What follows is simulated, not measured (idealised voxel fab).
process module | voxel double patterning
cross-section cut | 200 nm wide | cells 5 nm
A cross-section is a grid of square cells, given in bands from the top down. A band is one or more rows of cells.
Each band's line starts with the height of the band's top and of its bottom, in nm. Then come its materials from left to right, each with its width in nm. One material with "throughout" fills the band from edge to edge. "air" is empty space.
Height 0 is the level under which the wafer as received is all one material. The lowest band goes on downwards, as in "0 down".
A width such as "30 to 40" changes by the same amount from each row of cells to the next, from the band's top row to its bottom row.
"no change" after a step means that no cell of the cross-section changed.
closed voids: empty space of 8 cells or more with no open way to the top, each as width x height at its distance from the left edge, in nm
after a step's settings: what the simulator itself notes on the step
overlay nm, on a step with a mask: how far to the right of its planned place the mask lay; to the left if negative
plan
1 op RECEIVE | material Si
2 op CONFORMAL_DEP | material SiO2 | thk nm 10
3 op DIRECTIONAL_DEP | material W | thk nm 10
4 op DIRECTIONAL_DEP | material SiN | thk nm 10
5 op MASKED_ETCH | tone open | mask id FIRST | width nm 15 | pitch nm 50 | etch materials SiN | depth nm 10 | overlay nm 0
6 op MASKED_ETCH | tone open | mask id SECOND | width nm 15 | etch materials SiN | depth nm 10 | overlay nm 0
7 op DIRECTIONAL_ETCH | etch materials W | depth nm 10
8 op STRIP | etch materials SiN
as received, after step 1
  0 down: Si throughout
  closed voids: none
first wafer at the end, as planned
  20 to 10: W 65 | air 15 | W 10 | air 15 | W 10 | air 15 | W 70
  10 to 0: SiO2 throughout
  0 down: Si throughout
  closed voids: none
second wafer at the end: like start, like plan, one mistake
  20 to 10: air 65 | W 15 | air 35 | W 15 | air 70
  10 to 0: SiO2 throughout
  0 down: Si throughout
  closed voids: none
what went wrong: step 5 ran as: op MASKED_ETCH | tone cover | mask id FIRST | width nm 15 | pitch nm 50 | etch materials SiN | depth nm 10 | overlay nm 0
at the end the second wafer has, in cells: 50 fewer of W
